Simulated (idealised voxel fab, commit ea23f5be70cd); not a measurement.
Module name: voxel wiring stack (process module)
Cross-sectional view cut (width: 280 nm; square cell size: 5 nm).
In what follows, cross-sections appear as grids of square cells, described through bands that run from the top down, where every band is one or more rows of cells.
Read a band's entry like this: the first values are the height of its top and the height of its bottom in nm, and what follows is the sequence of materials from left to right, each with its width in nm. Note that "empty" is empty space, and that a single material marked "full width" reaches across the band from edge to edge.
Heads up on the height convention: 0 is the point under which the incoming wafer is all one material, and the lowest band has no bottom, it just keeps going down, like "0 nm and below".
Think of "30 to 40" as a width that walks from the first number to the second as you go down the band, top row to bottom row, taking equal-sized steps from row to row.
"same as before" means the step left every cell of the cross-section as it was.
So "Trapped void list" is basically the list of trapped voids: any empty space of 8 cells or more that can't reach the top through an opening. They're written width x height at distance, the distance being from the left edge, and it's all nm.
On each step's line, the part that comes after the settings is the simulator's own comment on the step.
overlay nm: how far to the right of its planned place the mask lay on this masked step (negative: to the left).
The process steps that were planned are listed below
1 RECEIVE with material Si
2 CONFORMAL_DEP with material SiO2, thk nm 10
3 CONFORMAL_DEP with material SiN, thk nm 5
4 DIRECTIONAL_DEP with material lowk, thk nm 25
5 PATTERN with tone open, mask id METAL_1, material resist, width nm 25, pitch nm 40, thk nm 20, overlay nm 0
6 DIRECTIONAL_ETCH with etch materials lowk, depth nm 25
7 DIRECTIONAL_ETCH with etch materials SiN, depth nm 5
8 STRIP with etch materials resist
9 CONFORMAL_DEP with material TiN, thk nm 5
10 FILL_DEP with material W, thk nm 5
11 CMP with height nm 40
12 CONFORMAL_DEP with material SiCN, thk nm 5
13 DIRECTIONAL_DEP with material SiO2, thk nm 30
14 PATTERN with tone open, mask id METAL_2_HOLES, material resist, width nm 15, pitch nm 40, thk nm 20, overlay nm 0
15 DIRECTIONAL_ETCH with etch materials SiO2, depth nm 30
16 STRIP with etch materials resist
17 DIRECTIONAL_DEP with material aC, thk nm 15
18 PATTERN with tone open, mask id METAL_2, material resist, width nm 25, pitch nm 40, thk nm 30, overlay nm 0
19 DIRECTIONAL_ETCH with etch materials aC, depth nm 15
20 STRIP with etch materials resist
21 DIRECTIONAL_ETCH with etch materials SiO2, depth nm 15
22 DIRECTIONAL_ETCH with etch materials SiCN, depth nm 5
23 STRIP with etch materials aC
24 CONFORMAL_DEP with material TiN, thk nm 5
25 FILL_DEP with material Cu, thk nm 10
26 CMP with height nm 75
27 CONFORMAL_DEP with material SiCN, thk nm 5
28 DIRECTIONAL_DEP with material lowk, thk nm 25
29 PATTERN with tone open, mask id METAL_3_HOLES, material resist, width nm 15, pitch nm 40, thk nm 20, overlay nm 0
30 DIRECTIONAL_ETCH with etch materials lowk, depth nm 25
31 STRIP with etch materials resist
32 DIRECTIONAL_DEP with material aC, thk nm 10
33 PATTERN with tone open, mask id METAL_3, material resist, width nm 25, pitch nm 40, thk nm 30, overlay nm 0
34 DIRECTIONAL_ETCH with etch materials aC, depth nm 10
35 STRIP with etch materials resist
36 DIRECTIONAL_ETCH with etch materials lowk, depth nm 15
37 DIRECTIONAL_ETCH with etch materials SiCN, depth nm 5
38 STRIP with etch materials aC
39 CONFORMAL_DEP with material TiN, thk nm 5
40 FILL_DEP with material Cu, thk nm 10
41 CMP with height nm 105
42 CONFORMAL_DEP with material SiCN, thk nm 5
Incoming wafer in cross-section (state: after step 1)
	0 nm and below | Si full width
	Trapped void list: none
Sectioned view, first of two wafers, at the close of the module, processed as intended in the plan
	110 nm to 105 nm | SiCN full width
	105 nm to 95 nm | 65 of lowk | 5 of TiN | 15 of Cu | 5 of TiN | 15 of lowk | 5 of TiN | 15 of Cu | 5 of TiN | 15 of lowk | 5 of TiN | 15 of Cu | 5 of TiN | 15 of lowk | 5 of TiN | 15 of Cu | 5 of TiN | 70 of lowk
	95 nm to 90 nm | 65 of lowk | 5 of TiN | 5 of Cu | 15 of TiN | 15 of lowk | 5 of TiN | 5 of Cu | 15 of TiN | 15 of lowk | 5 of TiN | 5 of Cu | 15 of TiN | 15 of lowk | 5 of TiN | 5 of Cu | 15 of TiN | 70 of lowk
	90 nm to 80 nm | 65 of lowk | 5 of TiN | 5 of Cu | 5 of TiN | 25 of lowk | 5 of TiN | 5 of Cu | 5 of TiN | 25 of lowk | 5 of TiN | 5 of Cu | 5 of TiN | 25 of lowk | 5 of TiN | 5 of Cu | 5 of TiN | 80 of lowk
	80 nm to 75 nm | 65 of SiCN | 15 of TiN | 25 of SiCN | 15 of TiN | 25 of SiCN | 15 of TiN | 25 of SiCN | 15 of TiN | 80 of SiCN
	75 nm to 65 nm | 65 of SiO2 | 5 of TiN | 15 of Cu | 5 of TiN | 15 of SiO2 | 5 of TiN | 15 of Cu | 5 of TiN | 15 of SiO2 | 5 of TiN | 15 of Cu | 5 of TiN | 15 of SiO2 | 5 of TiN | 15 of Cu | 5 of TiN | 70 of SiO2
	65 nm to 60 nm | 65 of SiO2 | 5 of TiN | 5 of Cu | 15 of TiN | 15 of SiO2 | 5 of TiN | 5 of Cu | 15 of TiN | 15 of SiO2 | 5 of TiN | 5 of Cu | 15 of TiN | 15 of SiO2 | 5 of TiN | 5 of Cu | 15 of TiN | 70 of SiO2
	60 nm to 45 nm | 65 of SiO2 | 5 of TiN | 5 of Cu | 5 of TiN | 25 of SiO2 | 5 of TiN | 5 of Cu | 5 of TiN | 25 of SiO2 | 5 of TiN | 5 of Cu | 5 of TiN | 25 of SiO2 | 5 of TiN | 5 of Cu | 5 of TiN | 80 of SiO2
	45 nm to 40 nm | 65 of SiCN | 15 of TiN | 25 of SiCN | 15 of TiN | 25 of SiCN | 15 of TiN | 25 of SiCN | 15 of TiN | 80 of SiCN
	40 nm to 15 nm | 65 of lowk | 5 of TiN | 15 of W | 5 of TiN | 15 of lowk | 5 of TiN | 15 of W | 5 of TiN | 15 of lowk | 5 of TiN | 15 of W | 5 of TiN | 15 of lowk | 5 of TiN | 15 of W | 5 of TiN | 70 of lowk
	15 nm to 10 nm | 65 of SiN | 25 of TiN | 15 of SiN | 25 of TiN | 15 of SiN | 25 of TiN | 15 of SiN | 25 of TiN | 70 of SiN
	10 nm to 0 nm | SiO2 full width
	0 nm and below | Si full width
	Trapped void list: none
Same start, same plan as the first wafer - but one mistake in the run. Cross-section of the second of the two at the end of the module
	110 nm to 105 nm | SiCN full width
	105 nm to 95 nm | 55 of lowk | 5 of TiN | 25 of Cu | 5 of TiN | 5 of lowk | 5 of TiN | 25 of Cu | 5 of TiN | 5 of lowk | 5 of TiN | 25 of Cu | 5 of TiN | 5 of lowk | 5 of TiN | 25 of Cu | 5 of TiN | 70 of lowk
	95 nm to 85 nm | 55 of lowk | 5 of TiN | 5 of Cu | 25 to 5 of TiN | 5 to 25 of lowk | 5 of TiN | 5 of Cu | 25 to 5 of TiN | 5 to 25 of lowk | 5 of TiN | 5 of Cu | 25 to 5 of TiN | 5 to 25 of lowk | 5 of TiN | 5 of Cu | 25 to 5 of TiN | 70 to 90 of lowk
	85 nm to 80 nm | 55 of lowk | 15 of TiN | 25 of lowk | 15 of TiN | 25 of lowk | 15 of TiN | 25 of lowk | 15 of TiN | 90 of lowk
	80 nm to 75 nm | 65 of SiCN | 5 of TiN | 35 of SiCN | 5 of TiN | 35 of SiCN | 5 of TiN | 35 of SiCN | 5 of TiN | 90 of SiCN
	75 nm to 65 nm | 65 of SiO2 | 5 of TiN | 15 of Cu | 5 of TiN | 15 of SiO2 | 5 of TiN | 15 of Cu | 5 of TiN | 15 of SiO2 | 5 of TiN | 15 of Cu | 5 of TiN | 15 of SiO2 | 5 of TiN | 15 of Cu | 5 of TiN | 70 of SiO2
	65 nm to 60 nm | 65 of SiO2 | 5 of TiN | 5 of Cu | 15 of TiN | 15 of SiO2 | 5 of TiN | 5 of Cu | 15 of TiN | 15 of SiO2 | 5 of TiN | 5 of Cu | 15 of TiN | 15 of SiO2 | 5 of TiN | 5 of Cu | 15 of TiN | 70 of SiO2
	60 nm to 45 nm | 65 of SiO2 | 5 of TiN | 5 of Cu | 5 of TiN | 25 of SiO2 | 5 of TiN | 5 of Cu | 5 of TiN | 25 of SiO2 | 5 of TiN | 5 of Cu | 5 of TiN | 25 of SiO2 | 5 of TiN | 5 of Cu | 5 of TiN | 80 of SiO2
	45 nm to 40 nm | 65 of SiCN | 15 of TiN | 25 of SiCN | 15 of TiN | 25 of SiCN | 15 of TiN | 25 of SiCN | 15 of TiN | 80 of SiCN
	40 nm to 15 nm | 65 of lowk | 5 of TiN | 15 of W | 5 of TiN | 15 of lowk | 5 of TiN | 15 of W | 5 of TiN | 15 of lowk | 5 of TiN | 15 of W | 5 of TiN | 15 of lowk | 5 of TiN | 15 of W | 5 of TiN | 70 of lowk
	15 nm to 10 nm | 65 of SiN | 25 of TiN | 15 of SiN | 25 of TiN | 15 of SiN | 25 of TiN | 15 of SiN | 25 of TiN | 70 of SiN
	10 nm to 0 nm | SiO2 full width
	0 nm and below | Si full width
	Trapped void list: none
What went wrong in running the wafer? the process deviated at step 29: the operation and settings actually run there were PATTERN with tone open, mask id METAL_3_HOLES, material resist, width nm 15, pitch nm 40, thk nm 20, overlay nm -10
Final cells, second wafer relative to first, materials higher or lower: Cu +12, SiCN +8, TiN +4, lowk -24
